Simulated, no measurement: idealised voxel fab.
The document below concerns the process module designated voxel fin reveal.
We display cut, a cross-section 230 nm in width whose square cells are each 5 nm.
Cross-sections here: square-cell grids, written as top-down lists of bands, a band being one or more rows of cells. Within each band entry, the heights of the top and of the bottom of the band appear first, in that order and in nm; the materials of the band then follow from left to right, each with its corresponding width in nm. The designation "everywhere" on a single material indicates that it fills the band from edge to edge; the designation "air" indicates empty space. Heights are measured from 0, the level below which the as-received wafer is all one material; the lowest band has no bottom and continues downward, written as in "0 and below". Note: "30..40" means the width goes from the first number (top row of the band) to the second number (bottom row) in equal steps per row of cells. Take "changes: none" at face value: in the step it is given for, the cross-section changed in none of its cells. "Closed empty spaces" - sealed voids, min. 8 cells, no opening to top; format: width x height at distance (distance from left edge; nm throughout). Anything after a step's settings on that line? It's the simulator's own note about the step. Regarding "overlay nm": on a step with a mask, it is the distance the mask lay to the right of its planned place; a negative value places it to the left.

[Process steps (planned)]
step 1: RECEIVE (material Si)
step 2: CONFORMAL_DEP (material SiN; thk nm 5)
step 3: MASKED_ETCH (tone cover; mask id FINS; width nm 15; pitch nm 35; etch materials SiN; depth nm 5; overlay nm 0)
step 4: MASKED_ETCH (tone cover; mask id FINS; width nm 15; pitch nm 35; etch materials Si; depth nm 30; overlay nm 0)
step 5: OXIDIZE (depth nm 5)
step 6: FILL_DEP (material SiO2; thk nm 5)
step 7: CMP (height nm 5)
step 8: SELECTIVE_ETCH (etch materials SiO2; depth nm 25)
step 9: STRIP (etch materials SiN)

[Cross-section of the wafer as it came to us, i.e., already through step 1]
0 and below = Si everywhere
Closed empty spaces: none

[Post-module cross-section of the first of two wafers (run per plan)]
0 down to -20 = air 95, then Si 5, then air 30, then Si 5, then air 95
-20 down to -35 = SiO2 95, then Si 5, then SiO2 30, then Si 5, then SiO2 95
-35 and below = Si everywhere
Closed empty spaces: none

[Second wafer cross-section at end of module - shared start and plan with the first, one mistake in the run]
0 down to -20 = air 95, then Si 5, then air 30, then Si 5, then air 95
-20 down to -65 = SiO2 95, then Si 5, then SiO2 30, then Si 5, then SiO2 95
-65 and below = Si everywhere
Closed empty spaces: none
In executing the process, a mistake was made relative to the plan: step 4 of the plan was performed twice
Final difference in cells, second wafer against first, listed per material as more or fewer: Si: 264 fewer; SiO2: 264 more
